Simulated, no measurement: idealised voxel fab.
Process module under the name voxel ribs on slabs
Displayed cross-section: cut, width of 295 nm, square cells sized 5 nm.
A cross-section is a grid of square cells, given in bands from the top down. A band is one or more rows of cells.
Band: top and bottom heights (nm) first, top before bottom; then materials from left to right, widths in nm. "all across" marks a sole material filling the band edge to edge. "blank" denotes empty space.
Measure heights from 0. That's the level where, below it, the as-received wafer is all one material. The lowest band is bottomless and extends downward; write it as in "0 and below".
A two-number width, for instance "30->40", indicates that the width is equal to the first number in the top row of the band and to the second number in the bottom row, and that it changes by a constant amount per row of cells.
It should be understood that the words "stayed the same", when stated for a given step, signify that the cross-section underwent no change in any of its cells during that step.
Empty spaces without an open route to the top, at least 8 cells in extent, make up the entry "Closed empty spaces"; each is given as width x height at distance, where the distance is measured from the left edge, and all are in nm.
Text after the settings on a step's line: the simulator's own remark on that step.
overlay nm: mask offset rightward from planned place, masked step; negative means leftward offset.

STEPS PLANNED FOR THE PROCESS
- 1: op RECEIVE | material Si
- 2: op DIRECTIONAL_DEP | material SiO2 | thk nm 20
- 3: op DIRECTIONAL_DEP | material polySi | thk nm 25
- 4: op DIRECTIONAL_DEP | material aC | thk nm 10
- 5: op PATTERN | tone cover | mask id RIB | material resist | width nm 15 | thk nm 30 | overlay nm 0
- 6: op DIRECTIONAL_ETCH | etch materials aC | depth nm 10
- 7: op STRIP | etch materials resist
- 8: op DIRECTIONAL_ETCH | etch materials polySi | depth nm 15
- 9: op STRIP | etch materials aC
- 10: op DIRECTIONAL_DEP | material aC | thk nm 15
- 11: op PATTERN | tone cover | mask id SLAB | material resist | width nm 55 | thk nm 35 | overlay nm 0
- 12: op DIRECTIONAL_ETCH | etch materials aC | depth nm 15
- 13: op STRIP | etch materials resist
- 14: op DIRECTIONAL_ETCH | etch materials polySi | depth nm 10
- 15: op STRIP | etch materials aC
- 16: op FILL_DEP | material SiO2 | thk nm 15
- 17: op CMP | height nm 55
- 18: op DIRECTIONAL_DEP | material TiN | thk nm 10
- 19: op PATTERN | tone cover | mask id HEATER | material resist | width nm 25 | thk nm 20 | overlay nm 0
- 20: op DIRECTIONAL_ETCH | etch materials TiN | depth nm 10
- 21: op STRIP | etch materials resist
- 22: op CONFORMAL_DEP | material SiO2 | thk nm 5

CROSS-SECTIONAL VIEW OF THE WAFER IN ITS AS-RECEIVED CONDITION, CORRESPONDING TO THE STATE AFTER STEP 1
> 0 and below = Si all across
> Closed empty spaces: none

POST-MODULE CROSS-SECTION OF THE FIRST OF TWO WAFERS (RUN PER PLAN)
> 70 down to 65 = 130 blank | 35 SiO2 | 130 blank
> 65 down to 60 = 130 blank | 5 SiO2 | 25 TiN | 5 SiO2 | 130 blank
> 60 down to 55 = 135 SiO2 | 25 TiN | 135 SiO2
> 55 down to 45 = SiO2 all across
> 45 down to 30 = 140 SiO2 | 15 polySi | 140 SiO2
> 30 down to 20 = 120 SiO2 | 55 polySi | 120 SiO2
> 20 down to 0 = SiO2 all across
> 0 and below = Si all across
> Closed empty spaces: none

WAFER TWO, END OF MODULE, CROSS-SECTION. SAME START, SAME PLAN AS WAFER ONE. ONE MISTAKE IN THE RUN
> 65 down to 55 = 135 blank | 25 TiN | 135 blank
> 55 down to 45 = SiO2 all across
> 45 down to 30 = 140 SiO2 | 15 polySi | 140 SiO2
> 30 down to 20 = 120 SiO2 | 55 polySi | 120 SiO2
> 20 down to 0 = SiO2 all across
> 0 and below = Si all across
> Closed empty spaces: none
It is concluded that the wafer was processed incorrectly with respect to the plan, in that with respect to the plan, step 22 was omitted and not executed
Bottom line after processing is that, in cells, the second wafer is up or down on some materials versus the first: SiO2: 63 fewer
